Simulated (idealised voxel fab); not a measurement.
A process module follows: voxel spacer lines.
cross-section cut | 195 nm wide | cells 5 nm
Reading order for cross-sections: top band down to bottom band. Underlying form: a grid of square cells. Band size: one or more rows of cells.
A band entry consists of two parts. The first gives the height of the band's top and the height of its bottom, in nm. The rest lists the band's materials from left to right, each with its width in nm. A single material labelled with the word "everywhere" fills the band from edge to edge, and the word "air" marks empty space.
For the purposes of this specification, 0 denotes the height below which the wafer in its as-received condition is composed wholly of one material, and the lowermost band, lacking a lower limit, extends downward without end, as expressed in "0 and below".
Top row gets the first number, bottom row gets the second, and each row in between changes by the same step: that is how a band width like "30->40" works.
"nothing changed" (step): cross-section cells unchanged, all of them.
Voids not open to the top, 8 cells minimum: see "Trapped voids". Written width x height at distance; distance is from the left edge; nm.
Post-settings text on a step line: simulator's own remark regarding the step.
overlay nm: step with mask; distance mask lay right of planned place; negative value = left of planned place.
-- plan
1. RECEIVE,material Si
2. CONFORMAL_DEP,material Al2O3,thk nm 10
3. DIRECTIONAL_DEP,material W,thk nm 15
4. DIRECTIONAL_DEP,material polySi,thk nm 25
5. PATTERN,tone cover,mask id MANDREL,material resist,width nm 20,pitch nm 60,thk nm 30,overlay nm 0
6. DIRECTIONAL_ETCH,etch materials polySi,depth nm 25
7. STRIP,etch materials resist
8. CONFORMAL_DEP,material SiO2,thk nm 10
9. DIRECTIONAL_ETCH,etch materials SiO2,depth nm 10
10. STRIP,etch materials polySi
11. DIRECTIONAL_ETCH,etch materials W,depth nm 15
12. STRIP,etch materials SiO2
-- Here's what the wafer looked like in cross-section when it arrived - that's after step 1
> 0 and below  Si everywhere
> Trapped voids: none
-- Cross-sectional image of the first of two wafers at the end of the module, the run having proceeded as planned
> 25 down to 10  air 15 | W 10 | air 20 | W 10 | air 20 | W 10 | air 20 | W 10 | air 20 | W 10 | air 20 | W 10 | air 20
> 10 down to 0  Al2O3 everywhere
> 0 and below  Si everywhere
> Trapped voids: none
-- Cross-section at end of module for the second wafer of two, which matched the first in starting point and plan and differed by one mistake in its processing
> 25 down to 10  air 20 | W 10 | air 15 | W 10 | air 25 | W 10 | air 15 | W 10 | air 25 | W 10 | air 15 | W 10 | air 20
> 10 down to 0  Al2O3 everywhere
> 0 and below  Si everywhere
> Trapped voids: none
Deviation from plan: not per plan at step 5, really ran PATTERN,tone cover,mask id MANDREL,material resist,width nm 15,pitch nm 60,thk nm 30,overlay nm 0
At the close, every material occupies the same number of cells on the second wafer as on the first, only in different positions.
